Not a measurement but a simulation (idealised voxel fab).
Proc. module: voxel capacitor over wiring
For reference, the cross-section in this document is cut, with width 185 nm and square cells of 5 nm.
The cross-sections in this document take the form of a grid made of square cells. They are written out as bands, in order from top to bottom. Each band consists of one or more rows of cells. Per band: top height and bottom height in nm, followed by the left-to-right materials and their widths in nm; "full width" marks a single material spanning edge to edge, "empty" marks empty space. It should be noted that heights are counted from 0, beneath which the wafer as supplied is of one material throughout, and that the lowest band possesses no lower boundary but continues downward, as written in "from 0 down". Top row gets the first number, bottom row gets the second, and each row in between changes by the same step: that is how a band width like "30->40" works. "no alterations made" -> step changed no cross-section cell. If an empty space has no open way to the top and is at least 8 cells in size, "Tabulated closed voids" lists it, written width x height at distance, where distance is measured from the left edge and every value is in nm. after a step's settings: what the simulator itself notes on the step. overlay nm: step with mask; distance mask lay right of planned place; negative value = left of planned place.

### Steps in the process plan
1: op RECEIVE | material Si
2: op CONFORMAL_DEP | material SiO2 | thk nm 10
3: op CONFORMAL_DEP | material SiCN | thk nm 5
4: op DIRECTIONAL_DEP | material lowk | thk nm 15
5: op MASKED_ETCH | tone open | mask id METAL_1 | width nm 30 | pitch nm 85 | etch materials lowk | depth nm 15 | overlay nm 0
6: op MASKED_ETCH | tone open | mask id METAL_1 | width nm 30 | pitch nm 85 | etch materials SiCN | depth nm 5 | overlay nm 0
7: op CONFORMAL_DEP | material TiN | thk nm 5
8: op FILL_DEP | material Cu | thk nm 5
9: op CMP | height nm 30
10: op CONFORMAL_DEP | material SiCN | thk nm 5
11: op DIRECTIONAL_DEP | material SiO2 | thk nm 10
12: op PATTERN | tone open | mask id PLUG_1 | material resist | width nm 15 | thk nm 20 | overlay nm 0
13: op DIRECTIONAL_ETCH | etch materials SiO2 | depth nm 10
14: op DIRECTIONAL_ETCH | etch materials SiCN | depth nm 5
15: op STRIP | etch materials resist
16: op CONFORMAL_DEP | material TiN | thk nm 5
17: op FILL_DEP | material Cu | thk nm 5
18: op CMP | height nm 45
19: op DIRECTIONAL_DEP | material TiN | thk nm 5
20: op DIRECTIONAL_DEP | material SiN | thk nm 5
21: op DIRECTIONAL_DEP | material TiN | thk nm 5
22: op PATTERN | tone cover | mask id UPPER_PLATE | material resist | width nm 60 | thk nm 20 | overlay nm 0
23: op DIRECTIONAL_ETCH | etch materials TiN | depth nm 5
24: op DIRECTIONAL_ETCH | etch materials SiN | depth nm 5
25: op STRIP | etch materials resist
26: op PATTERN | tone cover | mask id LOWER_PLATE | material resist | width nm 70 | thk nm 20 | overlay nm 0
27: op DIRECTIONAL_ETCH | etch materials TiN | depth nm 5
28: op STRIP | etch materials resist
29: op FILL_DEP | material SiO2 | thk nm 20
30: op CMP | height nm 75
31: op MASKED_ETCH | tone open | mask id PLUG_2 | width nm 15 | etch materials SiO2 | depth nm 15 | overlay nm 0
32: op CONFORMAL_DEP | material TiN | thk nm 5
33: op FILL_DEP | material Ru | thk nm 5
34: op CMP | height nm 75
35: op CONFORMAL_DEP | material SiCN | thk nm 5

### The first wafer of two, processed as planned

### Received-state cross-section, reflecting completion of step 1
	from 0 down  Si full width
	Tabulated closed voids: none

### Once step 2 is through, the wafer looks like this in cross-section
	from 10 to 0  SiO2 full width
	Below a height of 0, the structure has not been altered.

### Once step 3 is through, the wafer looks like this in cross-section
	from 15 to 10  SiCN full width
	Below a height of 10, the structure has not been altered.

### Once step 4 is through, the wafer looks like this in cross-section
	from 30 to 15  lowk full width
	Below a height of 15, the structure has not been altered.

### Once step 5 is through, the wafer looks like this in cross-section
	from 30 to 15  lowk 35 nm, empty 30 nm, lowk 55 nm, empty 30 nm, lowk 35 nm
	Below a height of 15, the structure has not been altered.

### Once step 6 is through, the wafer looks like this in cross-section
	from 30 to 15  lowk 35 nm, empty 30 nm, lowk 55 nm, empty 30 nm, lowk 35 nm
	from 15 to 10  SiCN 35 nm, empty 30 nm, SiCN 55 nm, empty 30 nm, SiCN 35 nm
	Below a height of 10, the structure has not been altered.

### Once step 7 is through, the wafer looks like this in cross-section
	from 35 to 30  TiN 40 nm, empty 20 nm, TiN 65 nm, empty 20 nm, TiN 40 nm
	from 30 to 15  lowk 35 nm, TiN 5 nm, empty 20 nm, TiN 5 nm, lowk 55 nm, TiN 5 nm, empty 20 nm, TiN 5 nm, lowk 35 nm
	from 15 to 10  SiCN 35 nm, TiN 30 nm, SiCN 55 nm, TiN 30 nm, SiCN 35 nm
	Below a height of 10, the structure has not been altered.

### Once step 8 is through, the wafer looks like this in cross-section
	from 40 to 35  Cu full width
	from 35 to 30  TiN 40 nm, Cu 20 nm, TiN 65 nm, Cu 20 nm, TiN 40 nm
	from 30 to 15  lowk 35 nm, TiN 5 nm, Cu 20 nm, TiN 5 nm, lowk 55 nm, TiN 5 nm, Cu 20 nm, TiN 5 nm, lowk 35 nm
	Below a height of 15, the structure has not been altered.

### Once step 9 is through, the wafer looks like this in cross-section
	from 30 to 15  lowk 35 nm, TiN 5 nm, Cu 20 nm, TiN 5 nm, lowk 55 nm, TiN 5 nm, Cu 20 nm, TiN 5 nm, lowk 35 nm
	Below a height of 15, the structure has not been altered.

### Once step 10 is through, the wafer looks like this in cross-section
	from 35 to 30  SiCN full width
	Below a height of 30, the structure has not been altered.

### Once step 11 is through, the wafer looks like this in cross-section
	from 45 to 35  SiO2 full width
	Below a height of 35, the structure has not been altered.

### Once step 12 is through, the wafer looks like this in cross-section
	from 65 to 45  resist 50 nm, empty 15 nm, resist 120 nm
	Below a height of 45, the structure has not been altered.

### Once step 13 is through, the wafer looks like this in cross-section
	from 65 to 45  resist 50 nm, empty 15 nm, resist 120 nm
	from 45 to 35  SiO2 50 nm, empty 15 nm, SiO2 120 nm
	Below a height of 35, the structure has not been altered.

### Once step 14 is through, the wafer looks like this in cross-section
	from 65 to 45  resist 50 nm, empty 15 nm, resist 120 nm
	from 45 to 35  SiO2 50 nm, empty 15 nm, SiO2 120 nm
	from 35 to 30  SiCN 50 nm, empty 15 nm, SiCN 120 nm
	Below a height of 30, the structure has not been altered.

### Once step 15 is through, the wafer looks like this in cross-section
	from 45 to 35  SiO2 50 nm, empty 15 nm, SiO2 120 nm
	Below a height of 35, the structure has not been altered.

### Once step 16 is through, the wafer looks like this in cross-section
	from 50 to 45  TiN 55 nm, empty 5 nm, TiN 125 nm
	from 45 to 35  SiO2 50 nm, TiN 5 nm, empty 5 nm, TiN 5 nm, SiO2 120 nm
	from 35 to 30  SiCN 50 nm, TiN 15 nm, SiCN 120 nm
	Below a height of 30, the structure has not been altered.

### Once step 17 is through, the wafer looks like this in cross-section
	from 55 to 50  Cu full width
	from 50 to 45  TiN 55 nm, Cu 5 nm, TiN 125 nm
	from 45 to 35  SiO2 50 nm, TiN 5 nm, Cu 5 nm, TiN 5 nm, SiO2 120 nm
	Below a height of 35, the structure has not been altered.

### Once step 18 is through, the wafer looks like this in cross-section
	from 45 to 35  SiO2 50 nm, TiN 5 nm, Cu 5 nm, TiN 5 nm, SiO2 120 nm
	Below a height of 35, the structure has not been altered.

### Once step 19 is through, the wafer looks like this in cross-section
	from 50 to 45  TiN full width
	Below a height of 45, the structure has not been altered.

### Once step 20 is through, the wafer looks like this in cross-section
	from 55 to 50  SiN full width
	Below a height of 50, the structure has not been altered.

### Once step 21 is through, the wafer looks like this in cross-section
	from 60 to 55  TiN full width
	Below a height of 55, the structure has not been altered.

### Once step 22 is through, the wafer looks like this in cross-section
	from 80 to 60  empty 50 nm, resist 60 nm, empty 75 nm
	Below a height of 60, the structure has not been altered.

### Once step 23 is through, the wafer looks like this in cross-section
	from 80 to 60  empty 50 nm, resist 60 nm, empty 75 nm
	from 60 to 55  empty 50 nm, TiN 60 nm, empty 75 nm
	Below a height of 55, the structure has not been altered.

### Once step 24 is through, the wafer looks like this in cross-section
	from 80 to 60  empty 50 nm, resist 60 nm, empty 75 nm
	from 60 to 55  empty 50 nm, TiN 60 nm, empty 75 nm
	from 55 to 50  empty 50 nm, SiN 60 nm, empty 75 nm
	Below a height of 50, the structure has not been altered.

### Once step 25 is through, the wafer looks like this in cross-section
	from 60 to 55  empty 50 nm, TiN 60 nm, empty 75 nm
	Below a height of 55, the structure has not been altered.

### Once step 26 is through, the wafer looks like this in cross-section
	from 80 to 60  empty 45 nm, resist 70 nm, empty 70 nm
	from 60 to 55  empty 45 nm, resist 5 nm, TiN 60 nm, resist 5 nm, empty 70 nm
	from 55 to 50  empty 45 nm, resist 5 nm, SiN 60 nm, resist 5 nm, empty 70 nm
	Below a height of 50, the structure has not been altered.

### Once step 27 is through, the wafer looks like this in cross-section
	from 80 to 60  empty 45 nm, resist 70 nm, empty 70 nm
	from 60 to 55  empty 45 nm, resist 5 nm, TiN 60 nm, resist 5 nm, empty 70 nm
	from 55 to 50  empty 45 nm, resist 5 nm, SiN 60 nm, resist 5 nm, empty 70 nm
	from 50 to 45  empty 45 nm, TiN 70 nm, empty 70 nm
	Below a height of 45, the structure has not been altered.

### Once step 28 is through, the wafer looks like this in cross-section
	from 60 to 55  empty 50 nm, TiN 60 nm, empty 75 nm
	from 55 to 50  empty 50 nm, SiN 60 nm, empty 75 nm
	Below a height of 50, the structure has not been altered.

### Once step 29 is through, the wafer looks like this in cross-section
	from 80 to 60  SiO2 full width
	from 60 to 55  SiO2 50 nm, TiN 60 nm, SiO2 75 nm
	from 55 to 50  SiO2 50 nm, SiN 60 nm, SiO2 75 nm
	from 50 to 45  SiO2 45 nm, TiN 70 nm, SiO2 70 nm
	Below a height of 45, the structure has not been altered.

### Once step 30 is through, the wafer looks like this in cross-section
	from 75 to 60  SiO2 full width
	Below a height of 60, the structure has not been altered.

### Once step 31 is through, the wafer looks like this in cross-section
	from 75 to 60  SiO2 60 nm, empty 15 nm, SiO2 110 nm
	Below a height of 60, the structure has not been altered.

### Once step 32 is through, the wafer looks like this in cross-section
	from 80 to 75  TiN 65 nm, empty 5 nm, TiN 115 nm
	from 75 to 65  SiO2 60 nm, TiN 5 nm, empty 5 nm, TiN 5 nm, SiO2 110 nm
	from 65 to 55  SiO2 60->50 nm, TiN 15->60 nm, SiO2 110->75 nm
	Below a height of 55, the structure has not been altered.

### Once step 33 is through, the wafer looks like this in cross-section
	from 85 to 80  Ru full width
	from 80 to 75  TiN 65 nm, Ru 5 nm, TiN 115 nm
	from 75 to 65  SiO2 60 nm, TiN 5 nm, Ru 5 nm, TiN 5 nm, SiO2 110 nm
	Below a height of 65, the structure has not been altered.

### Once step 34 is through, the wafer looks like this in cross-section
	from 75 to 65  SiO2 60 nm, TiN 5 nm, Ru 5 nm, TiN 5 nm, SiO2 110 nm
	Below a height of 65, the structure has not been altered.

### Once step 35 is through, the wafer looks like this in cross-section
	from 80 to 75  SiCN full width
	Below a height of 75, the structure has not been altered.

### Here the second wafer is described. Its start and its plan were those of the first wafer. Its run contained one mistake. Up to and including step 7, it did exactly what the first wafer did

### Cross-section of the second wafer when, according to plan, step 8 should have finished
	from 40 to 35  SiO2 full width
	from 35 to 30  TiN 40 nm, SiO2 20 nm, TiN 65 nm, SiO2 20 nm, TiN 40 nm
	from 30 to 15  lowk 35 nm, TiN 5 nm, SiO2 20 nm, TiN 5 nm, lowk 55 nm, TiN 5 nm, SiO2 20 nm, TiN 5 nm, lowk 35 nm
	Below a height of 15, the structure has not been altered.

### Cross-section of the second wafer when, according to plan, step 9 should have finished
	from 30 to 15  lowk 35 nm, TiN 5 nm, SiO2 20 nm, TiN 5 nm, lowk 55 nm, TiN 5 nm, SiO2 20 nm, TiN 5 nm, lowk 35 nm
	Below a height of 15, the structure has not been altered.

### Cross-section of the second wafer when, according to plan, step 10 should have finished
	from 35 to 30  SiCN full width
	Below a height of 30, the structure has not been altered.

### Cross-section of the second wafer when, according to plan, step 11 should have finished
	from 45 to 35  SiO2 full width
	Below a height of 35, the structure has not been altered.

### Cross-section of the second wafer when, according to plan, step 12 should have finished
	from 65 to 45  resist 50 nm, empty 15 nm, resist 120 nm
	Below a height of 45, the structure has not been altered.

### Cross-section of the second wafer when, according to plan, step 13 should have finished
	from 65 to 45  resist 50 nm, empty 15 nm, resist 120 nm
	from 45 to 35  SiO2 50 nm, empty 15 nm, SiO2 120 nm
	Below a height of 35, the structure has not been altered.

### Cross-section of the second wafer when, according to plan, step 14 should have finished
	from 65 to 45  resist 50 nm, empty 15 nm, resist 120 nm
	from 45 to 35  SiO2 50 nm, empty 15 nm, SiO2 120 nm
	from 35 to 30  SiCN 50 nm, empty 15 nm, SiCN 120 nm
	Below a height of 30, the structure has not been altered.

### Cross-section of the second wafer when, according to plan, step 15 should have finished
	from 45 to 35  SiO2 50 nm, empty 15 nm, SiO2 120 nm
	Below a height of 35, the structure has not been altered.

### Cross-section of the second wafer when, according to plan, step 16 should have finished
	from 50 to 45  TiN 55 nm, empty 5 nm, TiN 125 nm
	from 45 to 35  SiO2 50 nm, TiN 5 nm, empty 5 nm, TiN 5 nm, SiO2 120 nm
	from 35 to 30  SiCN 50 nm, TiN 15 nm, SiCN 120 nm
	Below a height of 30, the structure has not been altered.

### Cross-section of the second wafer when, according to plan, step 17 should have finished
	from 55 to 50  Cu full width
	from 50 to 45  TiN 55 nm, Cu 5 nm, TiN 125 nm
	from 45 to 35  SiO2 50 nm, TiN 5 nm, Cu 5 nm, TiN 5 nm, SiO2 120 nm
	Below a height of 35, the structure has not been altered.

### Cross-section of the second wafer when, according to plan, step 18 should have finished
	from 45 to 35  SiO2 50 nm, TiN 5 nm, Cu 5 nm, TiN 5 nm, SiO2 120 nm
	Below a height of 35, the structure has not been altered.

### Cross-section of the second wafer when, according to plan, step 19 should have finished
	from 50 to 45  TiN full width
	Below a height of 45, the structure has not been altered.

### Cross-section of the second wafer when, according to plan, step 20 should have finished
	from 55 to 50  SiN full width
	Below a height of 50, the structure has not been altered.

### Cross-section of the second wafer when, according to plan, step 21 should have finished
	from 60 to 55  TiN full width
	Below a height of 55, the structure has not been altered.

### Cross-section of the second wafer when, according to plan, step 22 should have finished
	from 80 to 60  empty 50 nm, resist 60 nm, empty 75 nm
	Below a height of 60, the structure has not been altered.

### Cross-section of the second wafer when, according to plan, step 23 should have finished
	from 80 to 60  empty 50 nm, resist 60 nm, empty 75 nm
	from 60 to 55  empty 50 nm, TiN 60 nm, empty 75 nm
	Below a height of 55, the structure has not been altered.

### Cross-section of the second wafer when, according to plan, step 24 should have finished
	from 80 to 60  empty 50 nm, resist 60 nm, empty 75 nm
	from 60 to 55  empty 50 nm, TiN 60 nm, empty 75 nm
	from 55 to 50  empty 50 nm, SiN 60 nm, empty 75 nm
	Below a height of 50, the structure has not been altered.

### Cross-section of the second wafer when, according to plan, step 25 should have finished
	from 60 to 55  empty 50 nm, TiN 60 nm, empty 75 nm
	Below a height of 55, the structure has not been altered.

### Cross-section of the second wafer when, according to plan, step 26 should have finished
	from 80 to 60  empty 45 nm, resist 70 nm, empty 70 nm
	from 60 to 55  empty 45 nm, resist 5 nm, TiN 60 nm, resist 5 nm, empty 70 nm
	from 55 to 50  empty 45 nm, resist 5 nm, SiN 60 nm, resist 5 nm, empty 70 nm
	Below a height of 50, the structure has not been altered.

### Cross-section of the second wafer when, according to plan, step 27 should have finished
	from 80 to 60  empty 45 nm, resist 70 nm, empty 70 nm
	from 60 to 55  empty 45 nm, resist 5 nm, TiN 60 nm, resist 5 nm, empty 70 nm
	from 55 to 50  empty 45 nm, resist 5 nm, SiN 60 nm, resist 5 nm, empty 70 nm
	from 50 to 45  empty 45 nm, TiN 70 nm, empty 70 nm
	Below a height of 45, the structure has not been altered.

### Cross-section of the second wafer when, according to plan, step 28 should have finished
	from 60 to 55  empty 50 nm, TiN 60 nm, empty 75 nm
	from 55 to 50  empty 50 nm, SiN 60 nm, empty 75 nm
	Below a height of 50, the structure has not been altered.

### Cross-section of the second wafer when, according to plan, step 29 should have finished
	from 80 to 60  SiO2 full width
	from 60 to 55  SiO2 50 nm, TiN 60 nm, SiO2 75 nm
	from 55 to 50  SiO2 50 nm, SiN 60 nm, SiO2 75 nm
	from 50 to 45  SiO2 45 nm, TiN 70 nm, SiO2 70 nm
	Below a height of 45, the structure has not been altered.

### Cross-section of the second wafer when, according to plan, step 30 should have finished
	from 75 to 60  SiO2 full width
	Below a height of 60, the structure has not been altered.

### Cross-section of the second wafer when, according to plan, step 31 should have finished
	from 75 to 60  SiO2 60 nm, empty 15 nm, SiO2 110 nm
	Below a height of 60, the structure has not been altered.

### Cross-section of the second wafer when, according to plan, step 32 should have finished
	from 80 to 75  TiN 65 nm, empty 5 nm, TiN 115 nm
	from 75 to 65  SiO2 60 nm, TiN 5 nm, empty 5 nm, TiN 5 nm, SiO2 110 nm
	from 65 to 55  SiO2 60->50 nm, TiN 15->60 nm, SiO2 110->75 nm
	Below a height of 55, the structure has not been altered.

### Cross-section of the second wafer when, according to plan, step 33 should have finished
	from 85 to 80  Ru full width
	from 80 to 75  TiN 65 nm, Ru 5 nm, TiN 115 nm
	from 75 to 65  SiO2 60 nm, TiN 5 nm, Ru 5 nm, TiN 5 nm, SiO2 110 nm
	Below a height of 65, the structure has not been altered.

### Cross-section of the second wafer when, according to plan, step 34 should have finished
	from 75 to 65  SiO2 60 nm, TiN 5 nm, Ru 5 nm, TiN 5 nm, SiO2 110 nm
	Below a height of 65, the structure has not been altered.

### Cross-section of the second wafer when, according to plan, step 35 should have finished
	from 80 to 75  SiCN full width
	Below a height of 75, the structure has not been altered.
Heads up, the wafer didn't run the way we planned it: step 8 was not run as planned; what actually ran was op FILL_DEP | material SiO2 | thk nm 5
Final cells, second wafer relative to first, materials higher or lower: Cu -24; SiO2 +24
